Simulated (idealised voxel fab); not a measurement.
Title: Process Module voxel self aligned vias
Cross-section cut: width 210 nm, square cells of 5 nm.
How to read a cross-section here: the picture is a grid of square cells, written as bands going from the top down, and any band can span one or more rows of cells.
Quick guide to a band line: top height, bottom height (nm) up front; then every material left to right with its width in nm. Only one material and it's marked "everywhere"? Then it fills the band edge to edge. And "blank" just means empty space.
Beneath 0, the wafer as received is one material, and that level is where height counting begins. The lowest band goes on downward without a bottom; it is written like "0 down".
The two numbers in a width such as "30->40" mark its ends across the band: the first belongs to the top row of cells, the second to the bottom row, and from each row to the next the width moves by the same amount.
A step reported as "everything unchanged" is a step in which no cell of the cross-section changed.
Under "Enclosed void list" you'll find the enclosed gaps, the ones with no way out to the top, that are 8 cells or bigger; each reads width x height at distance, with distance counted from the left edge, everything in nm.
Anything after a step's settings on that line? It's the simulator's own note about the step.
A step line may carry the setting "overlay nm", which, for steps involving a mask, states the distance by which the mask lay to the right of its intended position; negative values denote displacement to the left.

[Listed below are the process steps as planned]
1 RECEIVE, material Si
2 CONFORMAL_DEP, material SiO2, thk nm 10
3 CONFORMAL_DEP, material SiCN, thk nm 5
4 DIRECTIONAL_DEP, material lowk, thk nm 25
5 MASKED_ETCH, tone open, mask id LINES, width nm 30, pitch nm 60, etch materials lowk, depth nm 25, overlay nm 0
6 CONFORMAL_DEP, material TiN, thk nm 5
7 FILL_DEP, material W, thk nm 10
8 CMP, height nm 40
9 SELECTIVE_ETCH, etch materials W Ru TiN, depth nm 10
10 FILL_DEP, material SiN, thk nm 10
11 CMP, height nm 40
12 DIRECTIONAL_DEP, material lowk, thk nm 20
13 MASKED_ETCH, tone open, mask id VIAS, width nm 40, pitch nm 60, etch materials lowk, depth nm 20, overlay nm 0
14 MASKED_ETCH, tone open, mask id VIAS, width nm 40, pitch nm 60, etch materials SiN, depth nm 10, overlay nm 0
15 CONFORMAL_DEP, material TiN, thk nm 5
16 FILL_DEP, material Ru, thk nm 5
17 CMP, height nm 60
18 CONFORMAL_DEP, material SiN, thk nm 5

[The cross-section here shows the wafer as received, i.e. in its state after step 1]
  0 down = Si everywhere
  Enclosed void list: none

[What the wafer looks like in cross-section after this module, when it starts as shown above and follows the plan above but one mistake is made in running it]
  65 to 60 = SiN everywhere
  60 to 45 = 35 lowk, 5 TiN, 30 Ru, 5 TiN, 20 lowk, 5 TiN, 30 Ru, 5 TiN, 20 lowk, 5 TiN, 30 Ru, 5 TiN, 15 lowk
  45 to 40 = 35 lowk, 5 TiN, 15 Ru, 20 TiN, 20 lowk, 5 TiN, 15 Ru, 20 TiN, 20 lowk, 5 TiN, 15 Ru, 20 TiN, 15 lowk
  40 to 35 = 30 lowk, 5 SiN, 5 TiN, 15 Ru, 5 TiN, 30 lowk, 5 SiN, 5 TiN, 15 Ru, 5 TiN, 30 lowk, 5 SiN, 5 TiN, 15 Ru, 5 TiN, 30 lowk
  35 to 30 = 30 lowk, 5 SiN, 25 TiN, 30 lowk, 5 SiN, 25 TiN, 30 lowk, 5 SiN, 25 TiN, 30 lowk
  30 to 20 = 30 lowk, 5 TiN, 20 W, 5 TiN, 30 lowk, 5 TiN, 20 W, 5 TiN, 30 lowk, 5 TiN, 20 W, 5 TiN, 30 lowk
  20 to 15 = 30 lowk, 30 TiN, 30 lowk, 30 TiN, 30 lowk, 30 TiN, 30 lowk
  15 to 10 = SiCN everywhere
  10 to 0 = SiO2 everywhere
  0 down = Si everywhere
  Enclosed void list: none
Misprocessing identified: in deviation from the planned setting, step 13 was conducted as MASKED_ETCH, tone open, mask id VIAS, width nm 40, pitch nm 60, etch materials lowk, depth nm 20, overlay nm 10
